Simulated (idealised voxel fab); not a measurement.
process module | voxel gate over fins
cross-section cut | 300 nm wide | cells 5 nm
A cross-section is a grid of square cells, given in bands from the top down. A band is one or more rows of cells.
Each band's line starts with the height of the band's top and of its bottom, in nm. Then come its materials from left to right, each with its width in nm. One material with "throughout" fills the band from edge to edge. "air" is empty space.
Height 0 is the level under which the wafer as received is all one material. The lowest band goes on downwards, as in "0 down".
A width such as "30 to 40" changes by the same amount from each row of cells to the next, from the band's top row to its bottom row.
"no change" after a step means that no cell of the cross-section changed.
closed voids: empty space of 8 cells or more with no open way to the top, each as width x height at its distance from the left edge, in nm
after a step's settings: what the simulator itself notes on the step
overlay nm, on a step with a mask: how far to the right of its planned place the mask lay; to the left if negative
plan
1 op RECEIVE | material Si
2 op CONFORMAL_DEP | material SiN | thk nm 10
3 op DIRECTIONAL_DEP | material aC | thk nm 15
4 op PATTERN | tone cover | mask id FINS | material resist | width nm 15 | pitch nm 40 | thk nm 35 | overlay nm 0
5 op DIRECTIONAL_ETCH | etch materials aC | depth nm 15
6 op STRIP | etch materials resist
7 op DIRECTIONAL_ETCH | etch materials SiN | depth nm 10
8 op DIRECTIONAL_ETCH | etch materials Si | depth nm 30
9 op STRIP | etch materials aC
10 op OXIDIZE | depth nm 5
11 op FILL_DEP | material SiO2 | thk nm 5
12 op CMP | height nm 10
13 op SELECTIVE_ETCH | etch materials SiO2 | depth nm 25
14 op STRIP | etch materials SiN
15 op CONFORMAL_DEP | material HfO2 | thk nm 5
16 op CONFORMAL_DEP | material TiN | thk nm 5
17 op FILL_DEP | material W | thk nm 15
18 op CMP | height nm 20
19 op CONFORMAL_DEP | material SiCN | thk nm 10
as received, after step 1
  0 down: Si throughout
  closed voids: none
a wafer at the end: this start, this plan, one mistake
  30 to 20: SiCN throughout
  20 to 10: W throughout
  10 to 5: W 95 | HfO2 25 | W 15 | HfO2 25 | W 15 | HfO2 25 | W 100
  5 to 0: W 95 | HfO2 5 | TiN 15 | HfO2 5 | W 15 | HfO2 5 | TiN 15 | HfO2 5 | W 15 | HfO2 5 | TiN 15 | HfO2 5 | W 100
  0 to -5: W 95 | HfO2 5 | TiN 5 | Si 5 | TiN 5 | HfO2 5 | W 15 | HfO2 5 | TiN 5 | Si 5 | TiN 5 | HfO2 5 | W 15 | HfO2 5 | TiN 5 | Si 5 | TiN 5 | HfO2 5 | W 100
  -5 to -10: HfO2 100 | TiN 5 | Si 5 | TiN 5 | HfO2 25 | TiN 5 | Si 5 | TiN 5 | HfO2 25 | TiN 5 | Si 5 | TiN 5 | HfO2 105
  -10 to -15: TiN 105 | Si 5 | TiN 35 | Si 5 | TiN 35 | Si 5 | TiN 110
  -15 to -35: SiO2 105 | Si 5 | SiO2 35 | Si 5 | SiO2 35 | Si 5 | SiO2 110
  -35 down: Si throughout
  closed voids: none
what went wrong: steps 15 and 16 were swapped
